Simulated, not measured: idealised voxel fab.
process module | voxel transistor to metal
cross-section cut | 185 nm wide | cells 5 nm
A cross-section is a grid of square cells, given in bands from the top down. A band is one or more rows of cells.
Each band's line starts with the height of the band's top and of its bottom, in nm. Then come its materials from left to right, each with its width in nm. One material with "throughout" fills the band from edge to edge. "air" is empty space.
Height 0 is the level under which the wafer as received is all one material. The lowest band goes on downwards, as in "0 down".
A width such as "30 to 40" changes by the same amount from each row of cells to the next, from the band's top row to its bottom row.
"no change" after a step means that no cell of the cross-section changed.
closed voids: empty space of 8 cells or more with no open way to the top, each as width x height at its distance from the left edge, in nm
after a step's settings: what the simulator itself notes on the step
overlay nm, on a step with a mask: how far to the right of its planned place the mask lay; to the left if negative
plan
1 op RECEIVE | material Si
2 op CONFORMAL_DEP | material SiO2 | thk nm 5
3 op CONFORMAL_DEP | material SiN | thk nm 10
4 op MASKED_ETCH | tone cover | mask id ACTIVE | width nm 105 | etch materials SiN | depth nm 10 | overlay nm 0
5 op MASKED_ETCH | tone cover | mask id ACTIVE | width nm 105 | etch materials SiO2 | depth nm 5 | overlay nm 0
6 op MASKED_ETCH | tone cover | mask id ACTIVE | width nm 105 | etch materials Si | depth nm 20 | overlay nm 0
7 op OXIDIZE | depth nm 5
8 op FILL_DEP | material SiO2 | thk nm 5
9 op CMP | height nm 15
10 op SELECTIVE_ETCH | etch materials SiO2 | depth nm 10
11 op STRIP | etch materials SiN
12 op SELECTIVE_ETCH | etch materials SiO2 | depth nm 5
13 op OXIDIZE | depth nm 5
14 op DIRECTIONAL_DEP | material polySi | thk nm 25
15 op DIRECTIONAL_DEP | material SiCN | thk nm 15
16 op DIRECTIONAL_DEP | material aC | thk nm 10
17 op PATTERN | tone cover | mask id GATE | material resist | width nm 15 | thk nm 30 | overlay nm 0
18 op DIRECTIONAL_ETCH | etch materials aC | depth nm 10
19 op STRIP | etch materials resist
20 op DIRECTIONAL_ETCH | etch materials SiCN | depth nm 25
21 op DIRECTIONAL_ETCH | etch materials polySi | depth nm 35
22 op STRIP | etch materials aC
23 op CONFORMAL_DEP | material SiO2 | thk nm 5
24 op DIRECTIONAL_ETCH | etch materials SiO2 | depth nm 5
25 op CONFORMAL_DEP | material SiN | thk nm 5
26 op DIRECTIONAL_ETCH | etch materials SiN | depth nm 5
27 op DIRECTIONAL_ETCH | etch materials SiO2 | depth nm 5
28 op DIRECTIONAL_ETCH | etch materials Si | depth nm 5
29 op EPI | material pSi | thk nm 10
30 op FILL_DEP | material SiO2 | thk nm 10
31 op CMP | height nm 40
32 op DIRECTIONAL_DEP | material SiO2 | thk nm 10
33 op PATTERN | tone open | mask id CONTACT | material resist | width nm 20 | pitch nm 75 | thk nm 15 | overlay nm 0
34 op DIRECTIONAL_ETCH | etch materials SiO2 | depth nm 50
35 op STRIP | etch materials resist
36 op CONFORMAL_DEP | material TiN | thk nm 5
37 op FILL_DEP | material W | thk nm 10
38 op CMP | height nm 50
39 op DIRECTIONAL_DEP | material TiN | thk nm 5
40 op DIRECTIONAL_DEP | material Ru | thk nm 25
41 op DIRECTIONAL_DEP | material aC | thk nm 10
42 op PATTERN | tone cover | mask id METAL_1 | material resist | width nm 20 | pitch nm 75 | thk nm 30 | overlay nm 0
43 op DIRECTIONAL_ETCH | etch materials aC | depth nm 10
44 op STRIP | etch materials resist
45 op DIRECTIONAL_ETCH | etch materials Ru | depth nm 25
46 op DIRECTIONAL_ETCH | etch materials TiN | depth nm 5
47 op STRIP | etch materials aC
48 op CONFORMAL_DEP | material SiN | thk nm 5
49 op FILL_DEP | material lowk | thk nm 5
50 op CMP | height nm 80
51 op CONFORMAL_DEP | material SiCN | thk nm 5
first wafer, as planned
as received, after step 1
  0 down: Si throughout
  closed voids: none
after step 2
  5 to 0: SiO2 throughout
  below 0: unchanged
after step 3
  15 to 5: SiN throughout
  below 5: unchanged
after step 4
  15 to 5: air 40 | SiN 105 | air 40
  below 5: unchanged
after step 5
  15 to 5: air 40 | SiN 105 | air 40
  5 to 0: air 40 | SiO2 105 | air 40
  below 0: unchanged
after step 6
  15 to 5: air 40 | SiN 105 | air 40
  5 to 0: air 40 | SiO2 105 | air 40
  0 to -20: air 40 | Si 105 | air 40
  below -20: unchanged
after step 7
  15 to 5: air 40 | SiN 105 | air 40
  5 to 0: air 40 | SiO2 105 | air 40
  0 to -20: air 40 | SiO2 5 | Si 95 | SiO2 5 | air 40
  -20 to -25: SiO2 45 | Si 95 | SiO2 45
  below -25: unchanged
after step 8
  20 to 15: SiO2 throughout
  15 to 5: SiO2 40 | SiN 105 | SiO2 40
  5 to 0: SiO2 throughout
  0 to -25: SiO2 45 | Si 95 | SiO2 45
  below -25: unchanged
after step 9
  15 to 5: SiO2 40 | SiN 105 | SiO2 40
  below 5: unchanged
after step 10
  15 to 5: air 40 | SiN 105 | air 40
  below 5: unchanged
after step 11
  5 to 0: SiO2 throughout
  below 0: unchanged
after step 12
  0 to -25: SiO2 45 | Si 95 | SiO2 45
  below -25: unchanged
after step 13
  0 to -5: SiO2 throughout
  below -5: unchanged
after step 14
  25 to 0: polySi throughout
  below 0: unchanged
after step 15
  40 to 25: SiCN throughout
  below 25: unchanged
after step 16
  50 to 40: aC throughout
  below 40: unchanged
after step 17
  80 to 50: air 85 | resist 15 | air 85
  below 50: unchanged
after step 18
  70 to 50: air 85 | resist 15 | air 85
  50 to 40: air 85 | aC 15 | air 85
  below 40: unchanged
after step 19
  50 to 40: air 85 | aC 15 | air 85
  below 40: unchanged
after step 20
  50 to 40: air 85 | aC 15 | air 85
  40 to 25: air 85 | SiCN 15 | air 85
  below 25: unchanged
after step 21
  50 to 40: air 85 | aC 15 | air 85
  40 to 25: air 85 | SiCN 15 | air 85
  25 to 0: air 85 | polySi 15 | air 85
  below 0: unchanged
after step 22
  40 to 25: air 85 | SiCN 15 | air 85
  below 25: unchanged
after step 23
  45 to 40: air 80 | SiO2 25 | air 80
  40 to 25: air 80 | SiO2 5 | SiCN 15 | SiO2 5 | air 80
  25 to 5: air 80 | SiO2 5 | polySi 15 | SiO2 5 | air 80
  5 to 0: SiO2 85 | polySi 15 | SiO2 85
  below 0: unchanged
after step 24
  40 to 25: air 80 | SiO2 5 | SiCN 15 | SiO2 5 | air 80
  25 to 0: air 80 | SiO2 5 | polySi 15 | SiO2 5 | air 80
  below 0: unchanged
after step 25
  45 to 40: air 75 | SiN 35 | air 75
  40 to 25: air 75 | SiN 5 | SiO2 5 | SiCN 15 | SiO2 5 | SiN 5 | air 75
  25 to 5: air 75 | SiN 5 | SiO2 5 | polySi 15 | SiO2 5 | SiN 5 | air 75
  5 to 0: SiN 80 | SiO2 5 | polySi 15 | SiO2 5 | SiN 80
  below 0: unchanged
after step 26
  40 to 25: air 75 | SiN 5 | SiO2 5 | SiCN 15 | SiO2 5 | SiN 5 | air 75
  25 to 0: air 75 | SiN 5 | SiO2 5 | polySi 15 | SiO2 5 | SiN 5 | air 75
  below 0: unchanged
after step 27
  40 to 35: air 75 | SiN 5 | air 5 | SiCN 15 | air 5 | SiN 5 | air 75
  35 to 25: air 75 | SiN 5 | SiO2 5 | SiCN 15 | SiO2 5 | SiN 5 | air 75
  25 to 0: air 75 | SiN 5 | SiO2 5 | polySi 15 | SiO2 5 | SiN 5 | air 75
  0 to -5: air 75 | SiO2 35 | air 75
  below -5: unchanged
after step 28
  40 to 35: air 75 | SiN 5 | air 5 | SiCN 15 | air 5 | SiN 5 | air 75
  35 to 25: air 75 | SiN 5 | SiO2 5 | SiCN 15 | SiO2 5 | SiN 5 | air 75
  25 to 0: air 75 | SiN 5 | SiO2 5 | polySi 15 | SiO2 5 | SiN 5 | air 75
  0 to -5: air 75 | SiO2 35 | air 75
  -5 to -10: SiO2 45 | air 30 | Si 35 | air 30 | SiO2 45
  below -10: unchanged
after step 29
  40 to 35: air 75 | SiN 5 | air 5 | SiCN 15 | air 5 | SiN 5 | air 75
  35 to 25: air 75 | SiN 5 | SiO2 5 | SiCN 15 | SiO2 5 | SiN 5 | air 75
  25 to 5: air 75 | SiN 5 | SiO2 5 | polySi 15 | SiO2 5 | SiN 5 | air 75
  5 to 0: air 65 | pSi 10 | SiN 5 | SiO2 5 | polySi 15 | SiO2 5 | SiN 5 | pSi 10 | air 65
  0 to -5: air 40 | pSi 35 | SiO2 35 | pSi 35 | air 40
  -5 to -10: SiO2 45 | pSi 30 | Si 35 | pSi 30 | SiO2 45
  below -10: unchanged
after step 30
  50 to 40: SiO2 throughout
  40 to 25: SiO2 75 | SiN 5 | SiO2 5 | SiCN 15 | SiO2 5 | SiN 5 | SiO2 75
  25 to 5: SiO2 75 | SiN 5 | SiO2 5 | polySi 15 | SiO2 5 | SiN 5 | SiO2 75
  5 to 0: SiO2 65 | pSi 10 | SiN 5 | SiO2 5 | polySi 15 | SiO2 5 | SiN 5 | pSi 10 | SiO2 65
  0 to -5: SiO2 40 | pSi 35 | SiO2 35 | pSi 35 | SiO2 40
  below -5: unchanged
after step 31
  40 to 25: SiO2 75 | SiN 5 | SiO2 5 | SiCN 15 | SiO2 5 | SiN 5 | SiO2 75
  below 25: unchanged
after step 32
  50 to 40: SiO2 throughout
  below 40: unchanged
after step 33
  65 to 50: resist 45 | air 20 | resist 55 | air 20 | resist 45
  below 50: unchanged
after step 34
  65 to 50: resist 45 | air 20 | resist 55 | air 20 | resist 45
  50 to 40: SiO2 45 | air 20 | SiO2 55 | air 20 | SiO2 45
  40 to 25: SiO2 45 | air 20 | SiO2 10 | SiN 5 | SiO2 5 | SiCN 15 | SiO2 5 | SiN 5 | SiO2 10 | air 20 | SiO2 45
  25 to 5: SiO2 45 | air 20 | SiO2 10 | SiN 5 | SiO2 5 | polySi 15 | SiO2 5 | SiN 5 | SiO2 10 | air 20 | SiO2 45
  5 to 0: SiO2 45 | air 20 | pSi 10 | SiN 5 | SiO2 5 | polySi 15 | SiO2 5 | SiN 5 | pSi 10 | air 20 | SiO2 45
  below 0: unchanged
after step 35
  50 to 40: SiO2 45 | air 20 | SiO2 55 | air 20 | SiO2 45
  below 40: unchanged
after step 36
  55 to 50: TiN 50 | air 10 | TiN 65 | air 10 | TiN 50
  50 to 40: SiO2 45 | TiN 5 | air 10 | TiN 5 | SiO2 55 | TiN 5 | air 10 | TiN 5 | SiO2 45
  40 to 25: SiO2 45 | TiN 5 | air 10 | TiN 5 | SiO2 10 | SiN 5 | SiO2 5 | SiCN 15 | SiO2 5 | SiN 5 | SiO2 10 | TiN 5 | air 10 | TiN 5 | SiO2 45
  25 to 5: SiO2 45 | TiN 5 | air 10 | TiN 5 | SiO2 10 | SiN 5 | SiO2 5 | polySi 15 | SiO2 5 | SiN 5 | SiO2 10 | TiN 5 | air 10 | TiN 5 | SiO2 45
  5 to 0: SiO2 45 | TiN 20 | pSi 10 | SiN 5 | SiO2 5 | polySi 15 | SiO2 5 | SiN 5 | pSi 10 | TiN 20 | SiO2 45
  below 0: unchanged
after step 37
  65 to 55: W throughout
  55 to 50: TiN 50 | W 10 | TiN 65 | W 10 | TiN 50
  50 to 40: SiO2 45 | TiN 5 | W 10 | TiN 5 | SiO2 55 | TiN 5 | W 10 | TiN 5 | SiO2 45
  40 to 25: SiO2 45 | TiN 5 | W 10 | TiN 5 | SiO2 10 | SiN 5 | SiO2 5 | SiCN 15 | SiO2 5 | SiN 5 | SiO2 10 | TiN 5 | W 10 | TiN 5 | SiO2 45
  25 to 5: SiO2 45 | TiN 5 | W 10 | TiN 5 | SiO2 10 | SiN 5 | SiO2 5 | polySi 15 | SiO2 5 | SiN 5 | SiO2 10 | TiN 5 | W 10 | TiN 5 | SiO2 45
  below 5: unchanged
after step 38
  50 to 40: SiO2 45 | TiN 5 | W 10 | TiN 5 | SiO2 55 | TiN 5 | W 10 | TiN 5 | SiO2 45
  below 40: unchanged
after step 39
  55 to 50: TiN throughout
  below 50: unchanged
after step 40
  80 to 55: Ru throughout
  below 55: unchanged
after step 41
  90 to 80: aC throughout
  below 80: unchanged
after step 42
  120 to 90: air 45 | resist 20 | air 55 | resist 20 | air 45
  below 90: unchanged
after step 43
  110 to 90: air 45 | resist 20 | air 55 | resist 20 | air 45
  90 to 80: air 45 | aC 20 | air 55 | aC 20 | air 45
  below 80: unchanged
after step 44
  90 to 80: air 45 | aC 20 | air 55 | aC 20 | air 45
  below 80: unchanged
after step 45
  90 to 80: air 45 | aC 20 | air 55 | aC 20 | air 45
  80 to 55: air 45 | Ru 20 | air 55 | Ru 20 | air 45
  below 55: unchanged
after step 46
  90 to 80: air 45 | aC 20 | air 55 | aC 20 | air 45
  80 to 55: air 45 | Ru 20 | air 55 | Ru 20 | air 45
  55 to 50: air 45 | TiN 20 | air 55 | TiN 20 | air 45
  below 50: unchanged
after step 47
  80 to 55: air 45 | Ru 20 | air 55 | Ru 20 | air 45
  below 55: unchanged
after step 48
  85 to 80: air 40 | SiN 30 | air 45 | SiN 30 | air 40
  80 to 55: air 40 | SiN 5 | Ru 20 | SiN 5 | air 45 | SiN 5 | Ru 20 | SiN 5 | air 40
  55 to 50: SiN 45 | TiN 20 | SiN 55 | TiN 20 | SiN 45
  below 50: unchanged
after step 49
  90 to 85: lowk throughout
  85 to 80: lowk 40 | SiN 30 | lowk 45 | SiN 30 | lowk 40
  80 to 55: lowk 40 | SiN 5 | Ru 20 | SiN 5 | lowk 45 | SiN 5 | Ru 20 | SiN 5 | lowk 40
  below 55: unchanged
after step 50
  80 to 55: lowk 40 | SiN 5 | Ru 20 | SiN 5 | lowk 45 | SiN 5 | Ru 20 | SiN 5 | lowk 40
  below 55: unchanged
after step 51
  85 to 80: SiCN throughout
  below 80: unchanged
second wafer: like start, like plan, one mistake. Through step 16 it matches the first wafer
when step 17 should have ended
  80 to 50: air 90 | resist 15 | air 80
  below 50: unchanged
when step 18 should have ended
  70 to 50: air 90 | resist 15 | air 80
  50 to 40: air 90 | aC 15 | air 80
  below 40: unchanged
when step 19 should have ended
  50 to 40: air 90 | aC 15 | air 80
  below 40: unchanged
when step 20 should have ended
  50 to 40: air 90 | aC 15 | air 80
  40 to 25: air 90 | SiCN 15 | air 80
  below 25: unchanged
when step 21 should have ended
  50 to 40: air 90 | aC 15 | air 80
  40 to 25: air 90 | SiCN 15 | air 80
  25 to 0: air 90 | polySi 15 | air 80
  below 0: unchanged
when step 22 should have ended
  40 to 25: air 90 | SiCN 15 | air 80
  below 25: unchanged
when step 23 should have ended
  45 to 40: air 85 | SiO2 25 | air 75
  40 to 25: air 85 | SiO2 5 | SiCN 15 | SiO2 5 | air 75
  25 to 5: air 85 | SiO2 5 | polySi 15 | SiO2 5 | air 75
  5 to 0: SiO2 90 | polySi 15 | SiO2 80
  below 0: unchanged
when step 24 should have ended
  40 to 25: air 85 | SiO2 5 | SiCN 15 | SiO2 5 | air 75
  25 to 0: air 85 | SiO2 5 | polySi 15 | SiO2 5 | air 75
  below 0: unchanged
when step 25 should have ended
  45 to 40: air 80 | SiN 35 | air 70
  40 to 25: air 80 | SiN 5 | SiO2 5 | SiCN 15 | SiO2 5 | SiN 5 | air 70
  25 to 5: air 80 | SiN 5 | SiO2 5 | polySi 15 | SiO2 5 | SiN 5 | air 70
  5 to 0: SiN 85 | SiO2 5 | polySi 15 | SiO2 5 | SiN 75
  below 0: unchanged
when step 26 should have ended
  40 to 25: air 80 | SiN 5 | SiO2 5 | SiCN 15 | SiO2 5 | SiN 5 | air 70
  25 to 0: air 80 | SiN 5 | SiO2 5 | polySi 15 | SiO2 5 | SiN 5 | air 70
  below 0: unchanged
when step 27 should have ended
  40 to 35: air 80 | SiN 5 | air 5 | SiCN 15 | air 5 | SiN 5 | air 70
  35 to 25: air 80 | SiN 5 | SiO2 5 | SiCN 15 | SiO2 5 | SiN 5 | air 70
  25 to 0: air 80 | SiN 5 | SiO2 5 | polySi 15 | SiO2 5 | SiN 5 | air 70
  0 to -5: air 80 | SiO2 35 | air 70
  below -5: unchanged
when step 28 should have ended
  40 to 35: air 80 | SiN 5 | air 5 | SiCN 15 | air 5 | SiN 5 | air 70
  35 to 25: air 80 | SiN 5 | SiO2 5 | SiCN 15 | SiO2 5 | SiN 5 | air 70
  25 to 0: air 80 | SiN 5 | SiO2 5 | polySi 15 | SiO2 5 | SiN 5 | air 70
  0 to -5: air 80 | SiO2 35 | air 70
  -5 to -10: SiO2 45 | air 35 | Si 35 | air 25 | SiO2 45
  below -10: unchanged
when step 29 should have ended
  40 to 35: air 80 | SiN 5 | air 5 | SiCN 15 | air 5 | SiN 5 | air 70
  35 to 25: air 80 | SiN 5 | SiO2 5 | SiCN 15 | SiO2 5 | SiN 5 | air 70
  25 to 5: air 80 | SiN 5 | SiO2 5 | polySi 15 | SiO2 5 | SiN 5 | air 70
  5 to 0: air 70 | pSi 10 | SiN 5 | SiO2 5 | polySi 15 | SiO2 5 | SiN 5 | pSi 10 | air 60
  0 to -5: air 40 | pSi 40 | SiO2 35 | pSi 30 | air 40
  -5 to -10: SiO2 45 | pSi 35 | Si 35 | pSi 25 | SiO2 45
  below -10: unchanged
when step 30 should have ended
  50 to 40: SiO2 throughout
  40 to 25: SiO2 80 | SiN 5 | SiO2 5 | SiCN 15 | SiO2 5 | SiN 5 | SiO2 70
  25 to 5: SiO2 80 | SiN 5 | SiO2 5 | polySi 15 | SiO2 5 | SiN 5 | SiO2 70
  5 to 0: SiO2 70 | pSi 10 | SiN 5 | SiO2 5 | polySi 15 | SiO2 5 | SiN 5 | pSi 10 | SiO2 60
  0 to -5: SiO2 40 | pSi 40 | SiO2 35 | pSi 30 | SiO2 40
  below -5: unchanged
when step 31 should have ended
  40 to 25: SiO2 80 | SiN 5 | SiO2 5 | SiCN 15 | SiO2 5 | SiN 5 | SiO2 70
  below 25: unchanged
when step 32 should have ended
  50 to 40: SiO2 throughout
  below 40: unchanged
when step 33 should have ended
  65 to 50: resist 45 | air 20 | resist 55 | air 20 | resist 45
  below 50: unchanged
when step 34 should have ended
  65 to 50: resist 45 | air 20 | resist 55 | air 20 | resist 45
  50 to 40: SiO2 45 | air 20 | SiO2 55 | air 20 | SiO2 45
  40 to 25: SiO2 45 | air 20 | SiO2 15 | SiN 5 | SiO2 5 | SiCN 15 | SiO2 5 | SiN 5 | SiO2 5 | air 20 | SiO2 45
  25 to 5: SiO2 45 | air 20 | SiO2 15 | SiN 5 | SiO2 5 | polySi 15 | SiO2 5 | SiN 5 | SiO2 5 | air 20 | SiO2 45
  5 to 0: SiO2 45 | air 20 | SiO2 5 | pSi 10 | SiN 5 | SiO2 5 | polySi 15 | SiO2 5 | SiN 5 | pSi 10 | air 15 | SiO2 45
  below 0: unchanged
when step 35 should have ended
  50 to 40: SiO2 45 | air 20 | SiO2 55 | air 20 | SiO2 45
  below 40: unchanged
when step 36 should have ended
  55 to 50: TiN 50 | air 10 | TiN 65 | air 10 | TiN 50
  50 to 40: SiO2 45 | TiN 5 | air 10 | TiN 5 | SiO2 55 | TiN 5 | air 10 | TiN 5 | SiO2 45
  40 to 25: SiO2 45 | TiN 5 | air 10 | TiN 5 | SiO2 15 | SiN 5 | SiO2 5 | SiCN 15 | SiO2 5 | SiN 5 | SiO2 5 | TiN 5 | air 10 | TiN 5 | SiO2 45
  25 to 10: SiO2 45 | TiN 5 | air 10 | TiN 5 | SiO2 15 | SiN 5 | SiO2 5 | polySi 15 | SiO2 5 | SiN 5 | SiO2 5 | TiN 5 | air 10 | TiN 5 | SiO2 45
  10 to 5: SiO2 45 | TiN 5 | air 10 | TiN 5 | SiO2 15 | SiN 5 | SiO2 5 | polySi 15 | SiO2 5 | SiN 5 | SiO2 5 | TiN 10 | air 5 | TiN 5 | SiO2 45
  5 to 0: SiO2 45 | TiN 20 | SiO2 5 | pSi 10 | SiN 5 | SiO2 5 | polySi 15 | SiO2 5 | SiN 5 | pSi 10 | TiN 15 | SiO2 45
  below 0: unchanged
when step 37 should have ended
  65 to 55: W throughout
  55 to 50: TiN 50 | W 10 | TiN 65 | W 10 | TiN 50
  50 to 40: SiO2 45 | TiN 5 | W 10 | TiN 5 | SiO2 55 | TiN 5 | W 10 | TiN 5 | SiO2 45
  40 to 25: SiO2 45 | TiN 5 | W 10 | TiN 5 | SiO2 15 | SiN 5 | SiO2 5 | SiCN 15 | SiO2 5 | SiN 5 | SiO2 5 | TiN 5 | W 10 | TiN 5 | SiO2 45
  25 to 10: SiO2 45 | TiN 5 | W 10 | TiN 5 | SiO2 15 | SiN 5 | SiO2 5 | polySi 15 | SiO2 5 | SiN 5 | SiO2 5 | TiN 5 | W 10 | TiN 5 | SiO2 45
  10 to 5: SiO2 45 | TiN 5 | W 10 | TiN 5 | SiO2 15 | SiN 5 | SiO2 5 | polySi 15 | SiO2 5 | SiN 5 | SiO2 5 | TiN 10 | W 5 | TiN 5 | SiO2 45
  below 5: unchanged
when step 38 should have ended
  50 to 40: SiO2 45 | TiN 5 | W 10 | TiN 5 | SiO2 55 | TiN 5 | W 10 | TiN 5 | SiO2 45
  below 40: unchanged
when step 39 should have ended
  55 to 50: TiN throughout
  below 50: unchanged
when step 40 should have ended
  80 to 55: Ru throughout
  below 55: unchanged
when step 41 should have ended
  90 to 80: aC throughout
  below 80: unchanged
when step 42 should have ended
  120 to 90: air 45 | resist 20 | air 55 | resist 20 | air 45
  below 90: unchanged
when step 43 should have ended
  110 to 90: air 45 | resist 20 | air 55 | resist 20 | air 45
  90 to 80: air 45 | aC 20 | air 55 | aC 20 | air 45
  below 80: unchanged
when step 44 should have ended
  90 to 80: air 45 | aC 20 | air 55 | aC 20 | air 45
  below 80: unchanged
when step 45 should have ended
  90 to 80: air 45 | aC 20 | air 55 | aC 20 | air 45
  80 to 55: air 45 | Ru 20 | air 55 | Ru 20 | air 45
  below 55: unchanged
when step 46 should have ended
  90 to 80: air 45 | aC 20 | air 55 | aC 20 | air 45
  80 to 55: air 45 | Ru 20 | air 55 | Ru 20 | air 45
  55 to 50: air 45 | TiN 20 | air 55 | TiN 20 | air 45
  below 50: unchanged
when step 47 should have ended
  80 to 55: air 45 | Ru 20 | air 55 | Ru 20 | air 45
  below 55: unchanged
when step 48 should have ended
  85 to 80: air 40 | SiN 30 | air 45 | SiN 30 | air 40
  80 to 55: air 40 | SiN 5 | Ru 20 | SiN 5 | air 45 | SiN 5 | Ru 20 | SiN 5 | air 40
  55 to 50: SiN 45 | TiN 20 | SiN 55 | TiN 20 | SiN 45
  below 50: unchanged
when step 49 should have ended
  90 to 85: lowk throughout
  85 to 80: lowk 40 | SiN 30 | lowk 45 | SiN 30 | lowk 40
  80 to 55: lowk 40 | SiN 5 | Ru 20 | SiN 5 | lowk 45 | SiN 5 | Ru 20 | SiN 5 | lowk 40
  below 55: unchanged
when step 50 should have ended
  80 to 55: lowk 40 | SiN 5 | Ru 20 | SiN 5 | lowk 45 | SiN 5 | Ru 20 | SiN 5 | lowk 40
  below 55: unchanged
when step 51 should have ended
  85 to 80: SiCN throughout
  below 80: unchanged
what went wrong: step 17 ran as: op PATTERN | tone cover | mask id GATE | material resist | width nm 15 | thk nm 30 | overlay nm 5
at the end the second wafer has, in cells: 1 more of SiO2 | 1 fewer of W
